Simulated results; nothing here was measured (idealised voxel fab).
process module | voxel transistor to metal
cross-section cut | 185 nm wide | cells 5 nm
A cross-section is a grid of square cells, given in bands from the top down. A band is one or more rows of cells.
Each band's line starts with the height of the band's top and of its bottom, in nm. Then come its materials from left to right, each with its width in nm. One material with "throughout" fills the band from edge to edge. "air" is empty space.
Height 0 is the level under which the wafer as received is all one material. The lowest band goes on downwards, as in "0 down".
A width such as "30 to 40" changes by the same amount from each row of cells to the next, from the band's top row to its bottom row.
"no change" after a step means that no cell of the cross-section changed.
closed voids: empty space of 8 cells or more with no open way to the top, each as width x height at its distance from the left edge, in nm
after a step's settings: what the simulator itself notes on the step
overlay nm, on a step with a mask: how far to the right of its planned place the mask lay; to the left if negative
plan
1 op RECEIVE | material Si
2 op CONFORMAL_DEP | material SiO2 | thk nm 5
3 op CONFORMAL_DEP | material SiN | thk nm 10
4 op DIRECTIONAL_DEP | material aC | thk nm 10
5 op PATTERN | tone cover | mask id ACTIVE | material resist | width nm 100 | thk nm 25 | overlay nm 0
6 op DIRECTIONAL_ETCH | etch materials aC | depth nm 10
7 op STRIP | etch materials resist
8 op DIRECTIONAL_ETCH | etch materials SiN | depth nm 10
9 op DIRECTIONAL_ETCH | etch materials SiO2 | depth nm 5
10 op DIRECTIONAL_ETCH | etch materials Si | depth nm 25
11 op STRIP | etch materials aC
12 op OXIDIZE | depth nm 5
13 op FILL_DEP | material SiO2 | thk nm 5
14 op CMP | height nm 15
15 op SELECTIVE_ETCH | etch materials SiO2 | depth nm 5
16 op STRIP | etch materials SiN
17 op SELECTIVE_ETCH | etch materials SiO2 | depth nm 5
18 op OXIDIZE | depth nm 5
19 op DIRECTIONAL_DEP | material polySi | thk nm 30
20 op DIRECTIONAL_DEP | material SiCN | thk nm 15
21 op DIRECTIONAL_DEP | material aC | thk nm 15
22 op PATTERN | tone cover | mask id GATE | material resist | width nm 30 | thk nm 35 | overlay nm 0
23 op DIRECTIONAL_ETCH | etch materials aC | depth nm 15
24 op STRIP | etch materials resist
25 op DIRECTIONAL_ETCH | etch materials SiCN | depth nm 25
26 op DIRECTIONAL_ETCH | etch materials polySi | depth nm 40
27 op STRIP | etch materials aC
28 op CONFORMAL_DEP | material SiN | thk nm 5
29 op DIRECTIONAL_ETCH | etch materials SiN | depth nm 5
30 op DIRECTIONAL_ETCH | etch materials SiO2 | depth nm 5
31 op DIRECTIONAL_ETCH | etch materials Si | depth nm 10
32 op EPI | material SiGe | thk nm 10
33 op FILL_DEP | material SiO2 | thk nm 5
34 op CMP | height nm 30
35 op STRIP | etch materials polySi
36 op SELECTIVE_ETCH | etch materials SiO2 | depth nm 5
37 op CONFORMAL_DEP | material HfO2 | thk nm 5
38 op CONFORMAL_DEP | material TiN | thk nm 5
39 op FILL_DEP | material W | thk nm 5
40 op CMP | height nm 25
41 op DIRECTIONAL_DEP | material SiO2 | thk nm 15
42 op PATTERN | tone open | mask id CONTACT | material resist | width nm 15 | pitch nm 75 | thk nm 20 | overlay nm 0
43 op DIRECTIONAL_ETCH | etch materials SiO2 | depth nm 45
44 op STRIP | etch materials resist
45 op CONFORMAL_DEP | material TiN | thk nm 5
46 op FILL_DEP | material W | thk nm 10
47 op CMP | height nm 40
48 op CONFORMAL_DEP | material SiCN | thk nm 5
49 op DIRECTIONAL_DEP | material lowk | thk nm 15
50 op MASKED_ETCH | tone open | mask id METAL_1 | width nm 15 | pitch nm 75 | etch materials lowk | depth nm 15 | overlay nm 0
51 op MASKED_ETCH | tone open | mask id METAL_1 | width nm 15 | pitch nm 75 | etch materials SiCN | depth nm 5 | overlay nm 0
52 op CONFORMAL_DEP | material TiN | thk nm 5
53 op FILL_DEP | material Cu | thk nm 5
54 op CMP | height nm 60
55 op CONFORMAL_DEP | material SiCN | thk nm 5
56 op DIRECTIONAL_DEP | material lowk | thk nm 35
57 op DIRECTIONAL_DEP | material aC | thk nm 10
58 op PATTERN | tone open | mask id METAL_2 | material resist | width nm 15 | pitch nm 75 | thk nm 25 | overlay nm 0
59 op DIRECTIONAL_ETCH | etch materials aC | depth nm 10
60 op STRIP | etch materials resist
61 op DIRECTIONAL_ETCH | etch materials lowk | depth nm 20
62 op STRIP | etch materials aC
63 op DIRECTIONAL_DEP | material aC | thk nm 15
64 op PATTERN | tone open | mask id METAL_2_HOLES | material resist | width nm 15 | pitch nm 75 | thk nm 30 | overlay nm 0
65 op DIRECTIONAL_ETCH | etch materials aC | depth nm 15
66 op STRIP | etch materials resist
67 op DIRECTIONAL_ETCH | etch materials lowk | depth nm 15
68 op DIRECTIONAL_ETCH | etch materials SiCN | depth nm 5
69 op STRIP | etch materials aC
70 op CONFORMAL_DEP | material TiN | thk nm 5
71 op FILL_DEP | material Cu | thk nm 10
72 op CMP | height nm 100
73 op CONFORMAL_DEP | material SiCN | thk nm 5
as received, after step 1
  0 down: Si throughout
  closed voids: none
a wafer at the end: this start, this plan, one mistake
  105 to 100: SiCN throughout
  100 to 65: lowk 45 | TiN 5 | Cu 5 | TiN 5 | lowk 60 | TiN 5 | Cu 5 | TiN 5 | lowk 50
  65 to 60: SiCN 45 | TiN 15 | SiCN 60 | TiN 15 | SiCN 50
  60 to 45: lowk 45 | TiN 5 | Cu 5 | TiN 5 | lowk 60 | TiN 5 | Cu 5 | TiN 5 | lowk 50
  45 to 40: SiCN 45 | TiN 15 | SiCN 60 | TiN 15 | SiCN 50
  40 to 25: SiO2 45 | TiN 5 | W 5 | TiN 5 | SiO2 60 | TiN 5 | W 5 | TiN 5 | SiO2 50
  25 to 5: SiO2 45 | TiN 5 | W 5 | TiN 5 | SiO2 10 | SiN 5 | HfO2 5 | TiN 5 | W 10 | TiN 5 | HfO2 5 | SiN 5 | SiO2 10 | TiN 5 | W 5 | TiN 5 | SiO2 50
  5 to 0: SiO2 35 | SiN 5 | SiO2 5 | TiN 5 | W 5 | TiN 5 | SiO2 10 | SiN 5 | HfO2 5 | TiN 20 | HfO2 5 | SiN 5 | SiO2 10 | TiN 5 | W 5 | TiN 5 | SiO2 5 | SiN 5 | SiO2 40
  0 to -5: SiO2 45 | TiN 15 | SiO2 10 | HfO2 40 | SiO2 10 | TiN 15 | SiO2 50
  -5 to -15: SiO2 throughout
  -15 to -30: SiO2 45 | Si 90 | SiO2 50
  -30 down: Si throughout
  closed voids: none
what went wrong: step 18 ran as: op OXIDIZE | depth nm 15
